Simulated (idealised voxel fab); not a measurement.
Presented below is a process module, voxel plated lines.
235 nm wide, 5 nm square cells: that's cross-section cut.
Just so we're on the same page, the cross-sections are grids of square cells, and they're listed out in bands top to bottom, each band one or more rows deep.
For a band, the entry starts with two heights in nm, that of the top and then that of the bottom, and carries on with the band's materials in order from left to right, each alongside its width in nm; the word "everywhere" beside a single material means it fills the band edge to edge, and "blank" means empty space.
A quick word on heights: they are counted from 0, and under that level the wafer as it came to us is one material throughout. The lowest band is different from the rest in having no bottom; it simply continues downward, written as in "0 down".
Quick explanation for "30->40": the width changes in equal steps down the rows of cells, from the first number in the band's top row to the second number in its bottom row.
A step reported as "remains unaltered" is a step in which no cell of the cross-section changed.
If an empty space has no open way to the top and is at least 8 cells in size, "Sealed void inventory" lists it, written width x height at distance, where distance is measured from the left edge and every value is in nm.
That trailing text on a step's line, after the settings, is the simulator's own remark on the step.
The setting "overlay nm" may be written on the line of a step. When the step uses a mask, the value reports how far to the right of the planned place the mask lay, and a negative value reports that it lay to the left.

**The steps planned for the process are as follows**
- 1: RECEIVE: material Si
- 2: CONFORMAL_DEP: material SiO2, thk nm 15
- 3: DIRECTIONAL_DEP: material TiN, thk nm 5
- 4: PATTERN: tone open, mask id LINES, material resist, width nm 15, pitch nm 35, thk nm 35, overlay nm 0
- 5: EPI: material Ru, thk nm 5
- 6: EPI: material Ru, thk nm 10
- 7: EPI: material Ru, thk nm 5
- 8: STRIP: etch materials resist
- 9: DIRECTIONAL_ETCH: etch materials TiN, depth nm 5
- 10: CONFORMAL_DEP: material SiN, thk nm 5

**First of two wafers - as planned**

**Incoming wafer in cross-section (state: after step 1)**
> 0 down  Si everywhere
> Sealed void inventory: none

**Cross-section: wafer state after step 2**
> 15 to 0  SiO2 everywhere
> Under the height 0 nothing was changed.

**Cross-section: wafer state after step 3**
> 20 to 15  TiN everywhere
> Under the height 15 nothing was changed.

**Cross-section: wafer state after step 4**
> 55 to 20  90 resist; 15 blank; 20 resist; 15 blank; 95 resist
> Under the height 20 nothing was changed.

**Cross-section: wafer state after step 5**
> 55 to 25  90 resist; 15 blank; 20 resist; 15 blank; 95 resist
> 25 to 20  90 resist; 15 Ru; 20 resist; 15 Ru; 95 resist
> Under the height 20 nothing was changed.

**Cross-section: wafer state after step 6**
> 55 to 35  90 resist; 15 blank; 20 resist; 15 blank; 95 resist
> 35 to 20  90 resist; 15 Ru; 20 resist; 15 Ru; 95 resist
> Under the height 20 nothing was changed.

**Cross-section: wafer state after step 7**
> 55 to 40  90 resist; 15 blank; 20 resist; 15 blank; 95 resist
> 40 to 20  90 resist; 15 Ru; 20 resist; 15 Ru; 95 resist
> Under the height 20 nothing was changed.

**Cross-section: wafer state after step 8**
> 40 to 20  90 blank; 15 Ru; 20 blank; 15 Ru; 95 blank
> Under the height 20 nothing was changed.

**Cross-section: wafer state after step 9**
> 40 to 20  90 blank; 15 Ru; 20 blank; 15 Ru; 95 blank
> 20 to 15  90 blank; 15 TiN; 20 blank; 15 TiN; 95 blank
> Under the height 15 nothing was changed.

**Cross-section: wafer state after step 10**
> 45 to 40  85 blank; 25 SiN; 10 blank; 25 SiN; 90 blank
> 40 to 20  85 blank; 5 SiN; 15 Ru; 5 SiN; 10 blank; 5 SiN; 15 Ru; 5 SiN; 90 blank
> 20 to 15  90 SiN; 15 TiN; 20 SiN; 15 TiN; 95 SiN
> Under the height 15 nothing was changed.

**It is to be noted that the second wafer proceeded from the same initial state and according to the same plan as the first, although one mistake was committed in its execution; through step 3, inclusive, the two wafers share an identical history**

**Look at the second wafer in cross-section at the time step 4 ought to have finished**
> 55 to 20  90 blank; 15 resist; 20 blank; 15 resist; 95 blank
> Under the height 20 nothing was changed.

**Look at the second wafer in cross-section at the time step 5 ought to have finished**
> 55 to 25  90 blank; 15 resist; 20 blank; 15 resist; 95 blank
> 25 to 20  90 Ru; 15 resist; 20 Ru; 15 resist; 95 Ru
> Under the height 20 nothing was changed.

**Look at the second wafer in cross-section at the time step 6 ought to have finished**
> 55 to 35  90 blank; 15 resist; 20 blank; 15 resist; 95 blank
> 35 to 20  90 Ru; 15 resist; 20 Ru; 15 resist; 95 Ru
> Under the height 20 nothing was changed.

**Look at the second wafer in cross-section at the time step 7 ought to have finished**
> 55 to 40  90 blank; 15 resist; 20 blank; 15 resist; 95 blank
> 40 to 20  90 Ru; 15 resist; 20 Ru; 15 resist; 95 Ru
> Under the height 20 nothing was changed.

**Look at the second wafer in cross-section at the time step 8 ought to have finished**
> 40 to 20  90 Ru; 15 blank; 20 Ru; 15 blank; 95 Ru
> Under the height 20 nothing was changed.

**Look at the second wafer in cross-section at the time step 9 ought to have finished**
> 40 to 20  90 Ru; 15 blank; 20 Ru; 15 blank; 95 Ru
> 20 to 15  90 TiN; 15 blank; 20 TiN; 15 blank; 95 TiN
> Under the height 15 nothing was changed.

**Look at the second wafer in cross-section at the time step 10 ought to have finished**
> 45 to 40  95 SiN; 5 blank; 30 SiN; 5 blank; 100 SiN
> 40 to 20  90 Ru; 5 SiN; 5 blank; 5 SiN; 20 Ru; 5 SiN; 5 blank; 5 SiN; 95 Ru
> 20 to 15  90 TiN; 15 SiN; 20 TiN; 15 SiN; 95 TiN
> Under the height 15 nothing was changed.
Error vs. plan: step 4 off recipe, ran as PATTERN: tone cover, mask id LINES, material resist, width nm 15, pitch nm 35, thk nm 35, overlay nm 0
Final comparison by cell count, materials where the second wafer has more or fewer than the first: Ru +140 | TiN +35
